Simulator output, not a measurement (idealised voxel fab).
process module | voxel gate over fins
cross-section cut | 155 nm wide | cells 5 nm
A cross-section is a grid of square cells, given in bands from the top down. A band is one or more rows of cells.
Each band's line starts with the height of the band's top and of its bottom, in nm. Then come its materials from left to right, each with its width in nm. One material with "throughout" fills the band from edge to edge. "air" is empty space.
Height 0 is the level under which the wafer as received is all one material. The lowest band goes on downwards, as in "0 down".
A width such as "30 to 40" changes by the same amount from each row of cells to the next, from the band's top row to its bottom row.
"no change" after a step means that no cell of the cross-section changed.
closed voids: empty space of 8 cells or more with no open way to the top, each as width x height at its distance from the left edge, in nm
after a step's settings: what the simulator itself notes on the step
overlay nm, on a step with a mask: how far to the right of its planned place the mask lay; to the left if negative
plan
1 op RECEIVE | material Si
2 op CONFORMAL_DEP | material SiN | thk nm 10
3 op DIRECTIONAL_DEP | material aC | thk nm 10
4 op PATTERN | tone cover | mask id FINS | material resist | width nm 15 | pitch nm 35 | thk nm 30 | overlay nm 0
5 op DIRECTIONAL_ETCH | etch materials aC | depth nm 10
6 op STRIP | etch materials resist
7 op DIRECTIONAL_ETCH | etch materials SiN | depth nm 5
8 op DIRECTIONAL_ETCH | etch materials Si | depth nm 40
9 op STRIP | etch materials aC
10 op FILL_DEP | material SiO2 | thk nm 10
11 op CMP | height nm 10
12 op SELECTIVE_ETCH | etch materials SiO2 | depth nm 20
13 op STRIP | etch materials SiN
14 op CONFORMAL_DEP | material HfO2 | thk nm 5
15 op CONFORMAL_DEP | material TiN | thk nm 5
16 op CONFORMAL_DEP | material TiAl | thk nm 5
17 op CONFORMAL_DEP | material TiN | thk nm 5
18 op FILL_DEP | material W | thk nm 15
19 op CMP | height nm 30
20 op CONFORMAL_DEP | material SiN | thk nm 5
varied across the wafers: depth nm of step 7. The plan shows the first wafer's value. All wafers start alike
first wafer as received, after step 1
  0 down: Si throughout
  closed voids: none
first wafer at the end, after step 20
  35 to 30: SiN throughout
  30 to 20: W throughout
  20 to 15: TiN throughout
  15 to 10: TiAl throughout
  10 to 5: TiN throughout
  5 to 0: HfO2 throughout
  0 down: Si throughout
  closed voids: none
last wafer at the end
  35 to 30: SiN throughout
  30 to 20: W throughout
  20 to 15: W 15 | TiN 125 | W 15
  15 to 10: W 15 | TiN 5 | TiAl 115 | TiN 5 | W 15
  10 to 5: TiN 20 | TiAl 5 | TiN 105 | TiAl 5 | TiN 20
  5 to 0: TiAl 25 | TiN 5 | HfO2 25 | TiN 10 | HfO2 25 | TiN 10 | HfO2 25 | TiN 5 | TiAl 25
  0 to -5: TiN 30 | HfO2 5 | Si 15 | HfO2 5 | TiN 10 | HfO2 5 | Si 15 | HfO2 5 | TiN 10 | HfO2 5 | Si 15 | HfO2 5 | TiN 30
  -5 to -10: HfO2 35 | Si 15 | HfO2 20 | Si 15 | HfO2 20 | Si 15 | HfO2 35
  -10 to -40: SiO2 35 | Si 15 | SiO2 20 | Si 15 | SiO2 20 | Si 15 | SiO2 35
  -40 down: Si throughout
  closed voids: none
each wafer at the end: cells of each material gained (+) or lost (-) since it was received, then its closed voids
depth nm 5 | +31 HfO2 | +31 SiN | +31 TiAl | +62 TiN | +62 W | closed voids: none
depth nm 10 | +43 HfO2 | -176 Si | +31 SiN | +132 SiO2 | +35 TiAl | +78 TiN | +74 W | closed voids: none
depth nm 15 | +43 HfO2 | -176 Si | +31 SiN | +132 SiO2 | +35 TiAl | +78 TiN | +74 W | closed voids: none
depth nm 20 | +43 HfO2 | -176 Si | +31 SiN | +132 SiO2 | +35 TiAl | +78 TiN | +74 W | closed voids: none
depth nm 25 | +43 HfO2 | -176 Si | +31 SiN | +132 SiO2 | +35 TiAl | +78 TiN | +74 W | closed voids: none
